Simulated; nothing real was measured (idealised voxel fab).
process module | voxel self aligned contacts
cross-section cut | 260 nm wide | cells 5 nm
A cross-section is a grid of square cells, given in bands from the top down. A band is one or more rows of cells.
Each band's line starts with the height of the band's top and of its bottom, in nm. Then come its materials from left to right, each with its width in nm. One material with "throughout" fills the band from edge to edge. "air" is empty space.
Height 0 is the level under which the wafer as received is all one material. The lowest band goes on downwards, as in "0 down".
A width such as "30 to 40" changes by the same amount from each row of cells to the next, from the band's top row to its bottom row.
"no change" after a step means that no cell of the cross-section changed.
closed voids: empty space of 8 cells or more with no open way to the top, each as width x height at its distance from the left edge, in nm
after a step's settings: what the simulator itself notes on the step
overlay nm, on a step with a mask: how far to the right of its planned place the mask lay; to the left if negative
plan
1 op RECEIVE | material Si
2 op CONFORMAL_DEP | material SiO2 | thk nm 5
3 op DIRECTIONAL_DEP | material polySi | thk nm 30
4 op DIRECTIONAL_DEP | material SiN | thk nm 15
5 op MASKED_ETCH | tone cover | mask id GATE | width nm 25 | pitch nm 55 | etch materials SiN | depth nm 15 | overlay nm 0
6 op MASKED_ETCH | tone cover | mask id GATE | width nm 25 | pitch nm 55 | etch materials polySi | depth nm 30 | overlay nm 0
7 op CONFORMAL_DEP | material SiN | thk nm 5
8 op DIRECTIONAL_ETCH | etch materials SiN | depth nm 5
9 op FILL_DEP | material SiO2 | thk nm 20
10 op CMP | height nm 60
11 op PATTERN | tone open | mask id CONTACT | material resist | width nm 40 | thk nm 20 | overlay nm 0
12 op DIRECTIONAL_ETCH | etch materials SiO2 | depth nm 60
13 op STRIP | etch materials resist
14 op CONFORMAL_DEP | material TiN | thk nm 5
15 op FILL_DEP | material Ru | thk nm 5
16 op CMP | height nm 60
17 op CONFORMAL_DEP | material SiCN | thk nm 5
first wafer, as planned
as received, after step 1
  0 down: Si throughout
  closed voids: none
after step 2
  5 to 0: SiO2 throughout
  below 0: unchanged
after step 3
  35 to 5: polySi throughout
  below 5: unchanged
after step 4
  50 to 35: SiN throughout
  below 35: unchanged
after step 5
  50 to 35: air 90 | SiN 25 | air 30 | SiN 25 | air 90
  below 35: unchanged
after step 6
  50 to 35: air 90 | SiN 25 | air 30 | SiN 25 | air 90
  35 to 5: air 90 | polySi 25 | air 30 | polySi 25 | air 90
  below 5: unchanged
after step 7
  55 to 35: air 85 | SiN 35 | air 20 | SiN 35 | air 85
  35 to 10: air 85 | SiN 5 | polySi 25 | SiN 5 | air 20 | SiN 5 | polySi 25 | SiN 5 | air 85
  10 to 5: SiN 90 | polySi 25 | SiN 30 | polySi 25 | SiN 90
  below 5: unchanged
after step 8
  50 to 35: air 85 | SiN 35 | air 20 | SiN 35 | air 85
  35 to 5: air 85 | SiN 5 | polySi 25 | SiN 5 | air 20 | SiN 5 | polySi 25 | SiN 5 | air 85
  below 5: unchanged
after step 9
  70 to 50: SiO2 throughout
  50 to 35: SiO2 85 | SiN 35 | SiO2 20 | SiN 35 | SiO2 85
  35 to 5: SiO2 85 | SiN 5 | polySi 25 | SiN 5 | SiO2 20 | SiN 5 | polySi 25 | SiN 5 | SiO2 85
  below 5: unchanged
after step 10
  60 to 50: SiO2 throughout
  below 50: unchanged
after step 11
  80 to 60: resist 110 | air 40 | resist 110
  below 60: unchanged
after step 12
  80 to 60: resist 110 | air 40 | resist 110
  60 to 50: SiO2 110 | air 40 | SiO2 110
  50 to 35: SiO2 85 | SiN 35 | air 20 | SiN 35 | SiO2 85
  35 to 5: SiO2 85 | SiN 5 | polySi 25 | SiN 5 | air 20 | SiN 5 | polySi 25 | SiN 5 | SiO2 85
  5 to 0: SiO2 120 | air 20 | SiO2 120
  below 0: unchanged
after step 13
  60 to 50: SiO2 110 | air 40 | SiO2 110
  below 50: unchanged
after step 14
  65 to 60: TiN 115 | air 30 | TiN 115
  60 to 50: SiO2 110 | TiN 5 to 15 | air 30 to 10 | TiN 5 to 15 | SiO2 110
  50 to 35: SiO2 85 | SiN 35 | TiN 5 | air 10 | TiN 5 | SiN 35 | SiO2 85
  35 to 5: SiO2 85 | SiN 5 | polySi 25 | SiN 5 | TiN 5 | air 10 | TiN 5 | SiN 5 | polySi 25 | SiN 5 | SiO2 85
  5 to 0: SiO2 120 | TiN 20 | SiO2 120
  below 0: unchanged
after step 15
  70 to 65: Ru throughout
  65 to 60: TiN 115 | Ru 30 | TiN 115
  60 to 50: SiO2 110 | TiN 5 to 15 | Ru 30 to 10 | TiN 5 to 15 | SiO2 110
  50 to 35: SiO2 85 | SiN 35 | TiN 5 | Ru 10 | TiN 5 | SiN 35 | SiO2 85
  35 to 5: SiO2 85 | SiN 5 | polySi 25 | SiN 5 | TiN 5 | Ru 10 | TiN 5 | SiN 5 | polySi 25 | SiN 5 | SiO2 85
  below 5: unchanged
after step 16
  60 to 50: SiO2 110 | TiN 5 to 15 | Ru 30 to 10 | TiN 5 to 15 | SiO2 110
  below 50: unchanged
after step 17
  65 to 60: SiCN throughout
  below 60: unchanged
second wafer: like start, like plan, one mistake. Through step 10 it matches the first wafer
when step 11 should have ended
  80 to 60: resist 120 | air 40 | resist 100
  below 60: unchanged
when step 12 should have ended
  80 to 60: resist 120 | air 40 | resist 100
  60 to 50: SiO2 120 | air 40 | SiO2 100
  50 to 35: SiO2 85 | SiN 35 | air 20 | SiN 35 | SiO2 85
  35 to 5: SiO2 85 | SiN 5 | polySi 25 | SiN 5 | air 20 | SiN 5 | polySi 25 | SiN 5 | SiO2 85
  5 to 0: SiO2 120 | air 20 | SiO2 120
  below 0: unchanged
when step 13 should have ended
  60 to 50: SiO2 120 | air 40 | SiO2 100
  below 50: unchanged
when step 14 should have ended
  65 to 60: TiN 125 | air 30 | TiN 105
  60 to 50: SiO2 120 | TiN 5 | air 30 to 10 | TiN 5 to 25 | SiO2 100
  50 to 35: SiO2 85 | SiN 35 | TiN 5 | air 10 | TiN 5 | SiN 35 | SiO2 85
  35 to 5: SiO2 85 | SiN 5 | polySi 25 | SiN 5 | TiN 5 | air 10 | TiN 5 | SiN 5 | polySi 25 | SiN 5 | SiO2 85
  5 to 0: SiO2 120 | TiN 20 | SiO2 120
  below 0: unchanged
when step 15 should have ended
  70 to 65: Ru throughout
  65 to 60: TiN 125 | Ru 30 | TiN 105
  60 to 50: SiO2 120 | TiN 5 | Ru 30 to 10 | TiN 5 to 25 | SiO2 100
  50 to 35: SiO2 85 | SiN 35 | TiN 5 | Ru 10 | TiN 5 | SiN 35 | SiO2 85
  35 to 5: SiO2 85 | SiN 5 | polySi 25 | SiN 5 | TiN 5 | Ru 10 | TiN 5 | SiN 5 | polySi 25 | SiN 5 | SiO2 85
  below 5: unchanged
when step 16 should have ended
  60 to 50: SiO2 120 | TiN 5 | Ru 30 to 10 | TiN 5 to 25 | SiO2 100
  below 50: unchanged
when step 17 should have ended
  65 to 60: SiCN throughout
  below 60: unchanged
what went wrong: step 11 ran as: op PATTERN | tone open | mask id CONTACT | material resist | width nm 40 | thk nm 20 | overlay nm 10
at the end the second wafer has, in cells: as many of each material as the first, in other places
